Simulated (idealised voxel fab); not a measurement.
The name of this process module is voxel wiring stack.
Cross-sectional view cut (width: 255 nm; square cell size: 5 nm).
Just so we're on the same page, the cross-sections are grids of square cells, and they're listed out in bands top to bottom, each band one or more rows deep.
First you get the band's top height and its bottom height, in nm, and then the materials it's made of, left to right, with each width in nm. If you see a single material with "everywhere", that one covers the band edge to edge. "blank" is empty space.
Height reference: 0 = level under which incoming wafer is all one material. Lowest band: no bottom, runs on downward, e.g. "0..down".
When a width is written as two numbers, as in "30->40", the first number is the width in the top row of cells of the band and the second is the width in its bottom row, and the width changes by the same amount from each row to the next.
"nothing was modified" means the step left every cell of the cross-section as it was.
The entry titled "Sealed internal voids" provides the empty spaces that have no open way to the top, restricted to those of 8 cells or more. Each is presented as width x height at distance, the distance being measured from the left edge, with all three in nm.
On a step's line, text after the settings is the simulator commenting on that step.
On any step carrying a mask, the "overlay nm" setting, if present on the step's line, tells how far right of its planned place the mask lay; negative values point to the left.
[The process steps that were planned are listed below]
step 1: op RECEIVE | material Si
step 2: op CONFORMAL_DEP | material SiO2 | thk nm 10
step 3: op CONFORMAL_DEP | material SiCN | thk nm 5
step 4: op DIRECTIONAL_DEP | material SiO2 | thk nm 15
step 5: op MASKED_ETCH | tone open | mask id METAL_1 | width nm 20 | pitch nm 50 | etch materials SiO2 | depth nm 15 | overlay nm 0
step 6: op MASKED_ETCH | tone open | mask id METAL_1 | width nm 20 | pitch nm 50 | etch materials SiCN | depth nm 5 | overlay nm 0
step 7: op CONFORMAL_DEP | material TiN | thk nm 5
step 8: op FILL_DEP | material Cu | thk nm 10
step 9: op CMP | height nm 30
step 10: op CONFORMAL_DEP | material SiCN | thk nm 5
step 11: op DIRECTIONAL_DEP | material SiO2 | thk nm 15
step 12: op MASKED_ETCH | tone open | mask id PLUG_1 | width nm 15 | pitch nm 100 | etch materials SiO2 | depth nm 15 | overlay nm 0
step 13: op MASKED_ETCH | tone open | mask id PLUG_1 | width nm 15 | pitch nm 100 | etch materials SiCN | depth nm 5 | overlay nm 0
step 14: op EPI | material Ru | thk nm 10
step 15: op EPI | material Ru | thk nm 10
step 16: op DIRECTIONAL_DEP | material TiN | thk nm 5
step 17: op DIRECTIONAL_DEP | material Ru | thk nm 20
step 18: op MASKED_ETCH | tone cover | mask id METAL_2 | width nm 20 | pitch nm 50 | etch materials Ru | depth nm 20 | overlay nm 0
step 19: op MASKED_ETCH | tone cover | mask id METAL_2 | width nm 20 | pitch nm 50 | etch materials TiN | depth nm 5 | overlay nm 0
step 20: op FILL_DEP | material lowk | thk nm 5
step 21: op CMP | height nm 75
step 22: op CONFORMAL_DEP | material SiCN | thk nm 5
[So, the first of our two wafers, run just as we planned it]
[Cross-section: wafer on arrival = after step 1]
    0..down = Si everywhere
    Sealed internal voids: none
[Wafer section view after processing step 2]
    10..0 = SiO2 everywhere
    Under the height 0 nothing was changed.
[Wafer section view after processing step 3]
    15..10 = SiCN everywhere
    Under the height 10 nothing was changed.
[Wafer section view after processing step 4]
    30..15 = SiO2 everywhere
    Under the height 15 nothing was changed.
[Wafer section view after processing step 5]
    30..15 = 40 SiO2 | 20 blank | 30 SiO2 | 20 blank | 30 SiO2 | 20 blank | 30 SiO2 | 20 blank | 45 SiO2
    Under the height 15 nothing was changed.
[Wafer section view after processing step 6]
    30..15 = 40 SiO2 | 20 blank | 30 SiO2 | 20 blank | 30 SiO2 | 20 blank | 30 SiO2 | 20 blank | 45 SiO2
    15..10 = 40 SiCN | 20 blank | 30 SiCN | 20 blank | 30 SiCN | 20 blank | 30 SiCN | 20 blank | 45 SiCN
    Under the height 10 nothing was changed.
[Wafer section view after processing step 7]
    35..30 = 45 TiN | 10 blank | 40 TiN | 10 blank | 40 TiN | 10 blank | 40 TiN | 10 blank | 50 TiN
    30..15 = 40 SiO2 | 5 TiN | 10 blank | 5 TiN | 30 SiO2 | 5 TiN | 10 blank | 5 TiN | 30 SiO2 | 5 TiN | 10 blank | 5 TiN | 30 SiO2 | 5 TiN | 10 blank | 5 TiN | 45 SiO2
    15..10 = 40 SiCN | 20 TiN | 30 SiCN | 20 TiN | 30 SiCN | 20 TiN | 30 SiCN | 20 TiN | 45 SiCN
    Under the height 10 nothing was changed.
[Wafer section view after processing step 8]
    45..35 = Cu everywhere
    35..30 = 45 TiN | 10 Cu | 40 TiN | 10 Cu | 40 TiN | 10 Cu | 40 TiN | 10 Cu | 50 TiN
    30..15 = 40 SiO2 | 5 TiN | 10 Cu | 5 TiN | 30 SiO2 | 5 TiN | 10 Cu | 5 TiN | 30 SiO2 | 5 TiN | 10 Cu | 5 TiN | 30 SiO2 | 5 TiN | 10 Cu | 5 TiN | 45 SiO2
    Under the height 15 nothing was changed.
[Wafer section view after processing step 9]
    30..15 = 40 SiO2 | 5 TiN | 10 Cu | 5 TiN | 30 SiO2 | 5 TiN | 10 Cu | 5 TiN | 30 SiO2 | 5 TiN | 10 Cu | 5 TiN | 30 SiO2 | 5 TiN | 10 Cu | 5 TiN | 45 SiO2
    Under the height 15 nothing was changed.
[Wafer section view after processing step 10]
    35..30 = SiCN everywhere
    Under the height 30 nothing was changed.
[Wafer section view after processing step 11]
    50..35 = SiO2 everywhere
    Under the height 35 nothing was changed.
[Wafer section view after processing step 12]
    50..35 = 40 SiO2 | 15 blank | 85 SiO2 | 15 blank | 100 SiO2
    Under the height 35 nothing was changed.
[Wafer section view after processing step 13]
    50..35 = 40 SiO2 | 15 blank | 85 SiO2 | 15 blank | 100 SiO2
    35..30 = 40 SiCN | 15 blank | 85 SiCN | 15 blank | 100 SiCN
    Under the height 30 nothing was changed.
[Wafer section view after processing step 14]
    50..40 = 40 SiO2 | 15 blank | 85 SiO2 | 15 blank | 100 SiO2
    40..35 = 40 SiO2 | 15 Ru | 85 SiO2 | 15 Ru | 100 SiO2
    35..30 = 40 SiCN | 15 Ru | 85 SiCN | 15 Ru | 100 SiCN
    Under the height 30 nothing was changed.
[Wafer section view after processing step 15]
    50..35 = 40 SiO2 | 15 Ru | 85 SiO2 | 15 Ru | 100 SiO2
    Under the height 35 nothing was changed.
[Wafer section view after processing step 16]
    55..50 = TiN everywhere
    Under the height 50 nothing was changed.
[Wafer section view after processing step 17]
    75..55 = Ru everywhere
    Under the height 55 nothing was changed.
[Wafer section view after processing step 18]
    75..55 = 40 blank | 20 Ru | 30 blank | 20 Ru | 30 blank | 20 Ru | 30 blank | 20 Ru | 45 blank
    Under the height 55 nothing was changed.
[Wafer section view after processing step 19]
    75..55 = 40 blank | 20 Ru | 30 blank | 20 Ru | 30 blank | 20 Ru | 30 blank | 20 Ru | 45 blank
    55..50 = 40 blank | 20 TiN | 30 blank | 20 TiN | 30 blank | 20 TiN | 30 blank | 20 TiN | 45 blank
    Under the height 50 nothing was changed.
[Wafer section view after processing step 20]
    80..75 = lowk everywhere
    75..55 = 40 lowk | 20 Ru | 30 lowk | 20 Ru | 30 lowk | 20 Ru | 30 lowk | 20 Ru | 45 lowk
    55..50 = 40 lowk | 20 TiN | 30 lowk | 20 TiN | 30 lowk | 20 TiN | 30 lowk | 20 TiN | 45 lowk
    Under the height 50 nothing was changed.
[Wafer section view after processing step 21]
    75..55 = 40 lowk | 20 Ru | 30 lowk | 20 Ru | 30 lowk | 20 Ru | 30 lowk | 20 Ru | 45 lowk
    Under the height 55 nothing was changed.
[Wafer section view after processing step 22]
    80..75 = SiCN everywhere
    Under the height 75 nothing was changed.
[Wafer two: like wafer one in start and plan, but with one mistake in execution; identical up to and including step 10]
[At the planned end of step 11, the second wafer in cross-section]
    40..35 = SiO2 everywhere
    Under the height 35 nothing was changed.
[At the planned end of step 12, the second wafer in cross-section]
    40..35 = 40 SiO2 | 15 blank | 85 SiO2 | 15 blank | 100 SiO2
    Under the height 35 nothing was changed.
[At the planned end of step 13, the second wafer in cross-section]
    40..35 = 40 SiO2 | 15 blank | 85 SiO2 | 15 blank | 100 SiO2
    35..30 = 40 SiCN | 15 blank | 85 SiCN | 15 blank | 100 SiCN
    Under the height 30 nothing was changed.
[At the planned end of step 14, the second wafer in cross-section]
    40..35 = 40 SiO2 | 15 Ru | 85 SiO2 | 15 Ru | 100 SiO2
    35..30 = 40 SiCN | 15 Ru | 85 SiCN | 15 Ru | 100 SiCN
    Under the height 30 nothing was changed.
[At the planned end of step 15, the second wafer in cross-section]
    50..40 = 30 blank | 35 Ru | 65 blank | 35 Ru | 90 blank
    Under the height 40 nothing was changed.
[At the planned end of step 16, the second wafer in cross-section]
    55..50 = 30 blank | 35 TiN | 65 blank | 35 TiN | 90 blank
    50..45 = 30 blank | 35 Ru | 65 blank | 35 Ru | 90 blank
    45..40 = 30 TiN | 35 Ru | 65 TiN | 35 Ru | 90 TiN
    Under the height 40 nothing was changed.
[At the planned end of step 17, the second wafer in cross-section]
    75..65 = 30 blank | 35 Ru | 65 blank | 35 Ru | 90 blank
    65..55 = Ru everywhere
    55..50 = 30 Ru | 35 TiN | 65 Ru | 35 TiN | 90 Ru
    50..45 = Ru everywhere
    Under the height 45 nothing was changed.
[At the planned end of step 18, the second wafer in cross-section]
    75..65 = 40 blank | 20 Ru | 80 blank | 20 Ru | 95 blank
    65..55 = 40 blank | 20 Ru | 30 blank | 20 Ru | 30 blank | 20 Ru | 30 blank | 20 Ru | 45 blank
    55..50 = 30 blank | 35 TiN | 25 blank | 20 Ru | 20 blank | 35 TiN | 25 blank | 20 Ru | 45 blank
    50..45 = 30 blank | 35 Ru | 25 blank | 20 Ru | 20 blank | 35 Ru | 25 blank | 20 Ru | 45 blank
    Under the height 45 nothing was changed.
[At the planned end of step 19, the second wafer in cross-section]
    75..65 = 40 blank | 20 Ru | 80 blank | 20 Ru | 95 blank
    65..55 = 40 blank | 20 Ru | 30 blank | 20 Ru | 30 blank | 20 Ru | 30 blank | 20 Ru | 45 blank
    55..50 = 40 blank | 20 TiN | 30 blank | 20 Ru | 30 blank | 20 TiN | 30 blank | 20 Ru | 45 blank
    50..45 = 30 blank | 35 Ru | 25 blank | 20 Ru | 20 blank | 35 Ru | 25 blank | 20 Ru | 45 blank
    45..40 = 30 blank | 35 Ru | 25 blank | 20 TiN | 20 blank | 35 Ru | 25 blank | 20 TiN | 45 blank
    Under the height 40 nothing was changed.
[At the planned end of step 20, the second wafer in cross-section]
    80..75 = lowk everywhere
    75..65 = 40 lowk | 20 Ru | 80 lowk | 20 Ru | 95 lowk
    65..55 = 40 lowk | 20 Ru | 30 lowk | 20 Ru | 30 lowk | 20 Ru | 30 lowk | 20 Ru | 45 lowk
    55..50 = 40 lowk | 20 TiN | 30 lowk | 20 Ru | 30 lowk | 20 TiN | 30 lowk | 20 Ru | 45 lowk
    50..45 = 30 lowk | 35 Ru | 25 lowk | 20 Ru | 20 lowk | 35 Ru | 25 lowk | 20 Ru | 45 lowk
    45..40 = 30 lowk | 35 Ru | 25 lowk | 20 TiN | 20 lowk | 35 Ru | 25 lowk | 20 TiN | 45 lowk
    Under the height 40 nothing was changed.
[At the planned end of step 21, the second wafer in cross-section]
    75..65 = 40 lowk | 20 Ru | 80 lowk | 20 Ru | 95 lowk
    Under the height 65 nothing was changed.
[At the planned end of step 22, the second wafer in cross-section]
    80..75 = SiCN everywhere
    Under the height 75 nothing was changed.
Here's what went sideways: step 11 did not use the planned setting and instead ran as op DIRECTIONAL_DEP | material SiO2 | thk nm 5
Final cells, second wafer relative to first, materials higher or lower: Ru +16; SiO2 -90; lowk +74
